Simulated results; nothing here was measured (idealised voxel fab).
The following is a process module called voxel transistor to metal.
Xsec cut, 175 nm wide, square cell size 5 nm.
Cross-section, as written here: a square-cell grid given band by band from the top down, where a band holds one or more rows of cells. Heights first: top, then bottom, in nm. Then materials, left to right, each with a width in nm. "edge to edge" on a single material: fills the band edge to edge. "air": empty space. For the purposes of this specification, 0 denotes the height below which the wafer in its as-received condition is composed wholly of one material, and the lowermost band, lacking a lower limit, extends downward without end, as expressed in "0 -> down". With a width like "30 to 40", each row of cells in the band differs from the next by the same amount, the top row carrying the first number and the bottom row the second. "same as before" (step): cross-section cells unchanged, all of them. "Non-vented voids" means: voids of 8 cells or more that are shut off from the top with no open way through. Written width x height at distance, distance from the left edge, in nm. Post-settings text on a step line: simulator's own remark regarding the step. Each step line may optionally specify "overlay nm", which for a step with a mask gives the rightward distance between the mask's planned place and where it lay, a negative value indicating the leftward direction.
List of planned process steps:
1,RECEIVE [material Si]
2,OXIDIZE [depth nm 5]
3,CONFORMAL_DEP [material SiN] [thk nm 10]
4,PATTERN [tone cover] [mask id ACTIVE] [material resist] [width nm 105] [thk nm 20] [overlay nm 0]
5,DIRECTIONAL_ETCH [etch materials SiN] [depth nm 10]
6,DIRECTIONAL_ETCH [etch materials SiO2] [depth nm 5]
7,DIRECTIONAL_ETCH [etch materials Si] [depth nm 25]
8,STRIP [etch materials resist]
9,OXIDIZE [depth nm 5]
10,FILL_DEP [material SiO2] [thk nm 15]
11,CMP [height nm 10]
12,SELECTIVE_ETCH [etch materials SiO2] [depth nm 5]
13,STRIP [etch materials SiN]
14,SELECTIVE_ETCH [etch materials SiO2] [depth nm 5]
15,OXIDIZE [depth nm 5]
16,DIRECTIONAL_DEP [material polySi] [thk nm 20]
17,DIRECTIONAL_DEP [material SiCN] [thk nm 10]
18,MASKED_ETCH [tone cover] [mask id GATE] [width nm 25] [etch materials SiCN] [depth nm 20] [overlay nm 0]
19,MASKED_ETCH [tone cover] [mask id GATE] [width nm 25] [etch materials polySi] [depth nm 30] [overlay nm 0]
20,CONFORMAL_DEP [material SiO2] [thk nm 5]
21,DIRECTIONAL_ETCH [etch materials SiO2] [depth nm 5]
22,CONFORMAL_DEP [material SiN] [thk nm 10]
23,DIRECTIONAL_ETCH [etch materials SiN] [depth nm 10]
24,DIRECTIONAL_ETCH [etch materials SiO2] [depth nm 5]
25,DIRECTIONAL_ETCH [etch materials Si] [depth nm 15]
26,EPI [material nSi] [thk nm 5]
27,FILL_DEP [material SiO2] [thk nm 5]
28,CMP [height nm 15]
29,STRIP [etch materials polySi]
30,SELECTIVE_ETCH [etch materials SiO2] [depth nm 5]
31,CONFORMAL_DEP [material HfO2] [thk nm 5]
32,CONFORMAL_DEP [material TiN] [thk nm 5]
33,FILL_DEP [material W] [thk nm 10]
34,CMP [height nm 10]
35,DIRECTIONAL_DEP [material SiO2] [thk nm 15]
36,DIRECTIONAL_DEP [material aC] [thk nm 10]
37,PATTERN [tone open] [mask id CONTACT] [material resist] [width nm 20] [pitch nm 75] [thk nm 30] [overlay nm 0]
38,DIRECTIONAL_ETCH [etch materials aC] [depth nm 10]
39,STRIP [etch materials resist]
40,DIRECTIONAL_ETCH [etch materials SiO2] [depth nm 20]
41,STRIP [etch materials aC]
42,CONFORMAL_DEP [material TiN] [thk nm 5]
43,FILL_DEP [material W] [thk nm 10]
44,CMP [height nm 25]
45,DIRECTIONAL_DEP [material TiN] [thk nm 5]
46,DIRECTIONAL_DEP [material W] [thk nm 15]
47,PATTERN [tone cover] [mask id METAL_1] [material resist] [width nm 20] [pitch nm 75] [thk nm 20] [overlay nm 0]
48,DIRECTIONAL_ETCH [etch materials W] [depth nm 15]
49,DIRECTIONAL_ETCH [etch materials TiN] [depth nm 5]
50,STRIP [etch materials resist]
51,FILL_DEP [material SiO2] [thk nm 10]
52,CMP [height nm 45]
53,CONFORMAL_DEP [material SiCN] [thk nm 5]
54,DIRECTIONAL_DEP [material SiO2] [thk nm 25]
55,MASKED_ETCH [tone open] [mask id METAL_2] [width nm 20] [pitch nm 75] [etch materials SiO2] [depth nm 15] [overlay nm 0]
56,MASKED_ETCH [tone open] [mask id METAL_2_HOLES] [width nm 15] [pitch nm 75] [etch materials SiO2] [depth nm 10] [overlay nm 0]
57,MASKED_ETCH [tone open] [mask id METAL_2_HOLES] [width nm 15] [pitch nm 75] [etch materials SiCN] [depth nm 5] [overlay nm 0]
58,CONFORMAL_DEP [material TiN] [thk nm 5]
59,FILL_DEP [material Cu] [thk nm 5]
60,CMP [height nm 75]
61,CONFORMAL_DEP [material SiN] [thk nm 5]
varied across the wafers: thk nm of step 26. The plan shows the first wafer's value. All wafers start alike
Cross-section of the first incoming wafer of several, state after step 1:
- 0 -> down | Si edge to edge
- Non-vented voids: none
Cross-section after step 61, the final step of the module, for the first of several wafers:
- 80 -> 75 | SiN edge to edge
- 75 -> 65 | 40 of SiO2  5 of TiN  10 of Cu  5 of TiN  55 of SiO2  5 of TiN  10 of Cu  5 of TiN  40 of SiO2
- 65 -> 60 | 40 of SiO2  5 of TiN  5 of Cu  10 of TiN  55 of SiO2  5 of TiN  5 of Cu  10 of TiN  40 of SiO2
- 60 -> 50 | 40 of SiO2  5 of TiN  5 of Cu  5 of TiN  60 of SiO2  5 of TiN  5 of Cu  5 of TiN  45 of SiO2
- 50 -> 45 | 40 of SiCN  15 of TiN  60 of SiCN  15 of TiN  45 of SiCN
- 45 -> 30 | 40 of SiO2  20 of W  55 of SiO2  20 of W  40 of SiO2
- 30 -> 25 | 40 of SiO2  20 of TiN  55 of SiO2  20 of TiN  40 of SiO2
- 25 -> 10 | 40 of SiO2  5 of TiN  10 of W  5 of TiN  55 of SiO2  5 of TiN  10 of W  5 of TiN  40 of SiO2
- 10 -> 5 | 40 of SiO2  20 of TiN  10 of SiN  5 of HfO2  5 of TiN  15 of W  5 of TiN  5 of HfO2  10 of SiN  20 of TiN  40 of SiO2
- 5 -> 0 | 60 of SiO2  10 of SiN  5 of HfO2  5 of TiN  15 of W  5 of TiN  5 of HfO2  10 of SiN  60 of SiO2
- 0 -> -5 | 35 of SiO2  10 of SiN  15 of SiO2  10 of SiN  5 of HfO2  25 of TiN  5 of HfO2  10 of SiN  15 of SiO2  10 of SiN  35 of SiO2
- -5 -> -10 | 45 of SiO2  5 of nSi  5 of SiO2  5 of nSi  10 of SiO2  35 of HfO2  10 of SiO2  5 of nSi  5 of SiO2  5 of nSi  45 of SiO2
- -10 -> -20 | 40 of SiO2  5 of Si  5 of nSi  5 of SiO2  5 of nSi  55 of Si  5 of nSi  5 of SiO2  5 of nSi  5 of Si  40 of SiO2
- -20 -> -25 | 40 of SiO2  5 of Si  15 of nSi  55 of Si  15 of nSi  5 of Si  40 of SiO2
- -25 -> -35 | 40 of SiO2  95 of Si  40 of SiO2
- -35 -> down | Si edge to edge
- Non-vented voids: none
End of module: cross-section, last of several wafers:
- 80 -> 75 | SiN edge to edge
- 75 -> 65 | 40 of SiO2  5 of TiN  10 of Cu  5 of TiN  55 of SiO2  5 of TiN  10 of Cu  5 of TiN  40 of SiO2
- 65 -> 60 | 40 of SiO2  5 of TiN  5 of Cu  10 of TiN  55 of SiO2  5 of TiN  5 of Cu  10 of TiN  40 of SiO2
- 60 -> 50 | 40 of SiO2  5 of TiN  5 of Cu  5 of TiN  60 of SiO2  5 of TiN  5 of Cu  5 of TiN  45 of SiO2
- 50 -> 45 | 40 of SiCN  15 of TiN  60 of SiCN  15 of TiN  45 of SiCN
- 45 -> 30 | 40 of SiO2  20 of W  55 of SiO2  20 of W  40 of SiO2
- 30 -> 25 | 40 of SiO2  20 of TiN  55 of SiO2  20 of TiN  40 of SiO2
- 25 -> 15 | 40 of SiO2  5 of TiN  10 of W  5 of TiN  55 of SiO2  5 of TiN  10 of W  5 of TiN  40 of SiO2
- 15 -> 10 | 40 of SiO2  20 of TiN  55 of SiO2  20 of TiN  40 of SiO2
- 10 -> 0 | 35 of SiO2  25 of nSi  10 of SiN  5 of HfO2  5 of TiN  15 of W  5 of TiN  5 of HfO2  10 of SiN  25 of nSi  35 of SiO2
- 0 -> -5 | 35 of SiO2  10 of SiN  15 of nSi  10 of SiN  5 of HfO2  25 of TiN  5 of HfO2  10 of SiN  15 of nSi  10 of SiN  35 of SiO2
- -5 -> -10 | 45 of SiO2  15 of nSi  10 of SiO2  35 of HfO2  10 of SiO2  15 of nSi  45 of SiO2
- -10 -> -25 | 40 of SiO2  5 of Si  15 of nSi  55 of Si  15 of nSi  5 of Si  40 of SiO2
- -25 -> -35 | 40 of SiO2  95 of Si  40 of SiO2
- -35 -> down | Si edge to edge
- Non-vented voids: none
Heads up, this table goes wafer by wafer. A row tells you, at the end of the module, how many cells of each material that wafer has put on (+) or dropped (-) since it was received, and then its closed voids:
thk nm 5, +14 Cu, +13 HfO2, -168 Si, +29 SiCN, +51 SiN, +496 SiO2, +65 TiN, +42 W, +18 nSi, Non-vented voids: none
thk nm 10, +14 Cu, +13 HfO2, -168 Si, +29 SiCN, +51 SiN, +484 SiO2, +65 TiN, +42 W, +30 nSi, Non-vented voids: none
thk nm 15, +14 Cu, +13 HfO2, -168 Si, +29 SiCN, +51 SiN, +476 SiO2, +65 TiN, +42 W, +38 nSi, Non-vented voids: none
thk nm 20, +14 Cu, +13 HfO2, -168 Si, +29 SiCN, +51 SiN, +472 SiO2, +61 TiN, +38 W, +50 nSi, Non-vented voids: none
